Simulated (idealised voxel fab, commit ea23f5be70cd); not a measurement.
Title: Process Module voxel local oxidation
This is section cut - it's 270 nm across, gridded in 5 nm square cells.
If you're reading a cross-section in this doc, picture square cells in a grid; it comes to you as bands, top ones listed first down to the bottom, and a band can be one or more rows of cells.
Top height, bottom height, nm. Materials left to right, width each, nm. Single material + "edge to edge" = fills band edge to edge. "blank" = empty.
Height 0 is the level under which the wafer as received is all one material. The lowest band goes on downwards, as in "0 and below".
The notation "30->40" denotes a width that varies across the rows of cells in the band, beginning at the first number in the top row, finishing at the second number in the bottom row, and changing by an identical amount from each row to the next.
"nothing altered" means the step left every cell of the cross-section as it was.
Reported under the label "Cavities, closed" are the empty spaces having no open way to the top and comprising 8 cells or more; the notation for each is width x height at distance, in which the distance is measured from the left edge and all three values are in nm.
On a step's line, text after the settings is the simulator commenting on that step.
overlay nm: where the mask lay relative to plan, measured to the right, on steps with a mask; negatives go left.
-- Planned step list for the process
1 RECEIVE with material Si
2 OXIDIZE with depth nm 5
3 CONFORMAL_DEP with material SiN, thk nm 10
4 DIRECTIONAL_DEP with material aC, thk nm 15
5 PATTERN with tone cover, mask id ACTIVE, material resist, width nm 120, thk nm 30, overlay nm 0
6 DIRECTIONAL_ETCH with etch materials aC, depth nm 15
7 STRIP with etch materials resist
8 DIRECTIONAL_ETCH with etch materials SiN, depth nm 10
9 STRIP with etch materials aC
10 SELECTIVE_ETCH with etch materials SiO2, depth nm 5
11 OXIDIZE with depth nm 10
12 STRIP with etch materials SiN
-- Incoming wafer, cross-sectional view, post step 1
* 0 and below | Si edge to edge
* Cavities, closed: none
-- End-of-module XS, first of two wafers, run as planned
* 0 down to -5 | blank: 80, then SiO2: 110, then blank: 80
* -5 down to -15 | SiO2: 90, then Si: 90, then SiO2: 90
* -15 and below | Si edge to edge
* Cavities, closed: none
-- Wafer two (of two), end-of-module cross-section: start = wafer one, plan = wafer one, one run mistake
* -5 down to -15 | blank: 90, then Si: 90, then blank: 90
* -15 and below | Si edge to edge
* Cavities, closed: none
Short version of what went wrong: step 12 was run on a setting that differed from the plan, and what really ran there is STRIP with etch materials SiO2
Wrapping up, a cell-based count of both wafers puts the second over or under the first for these materials: SiO2: 94 fewer
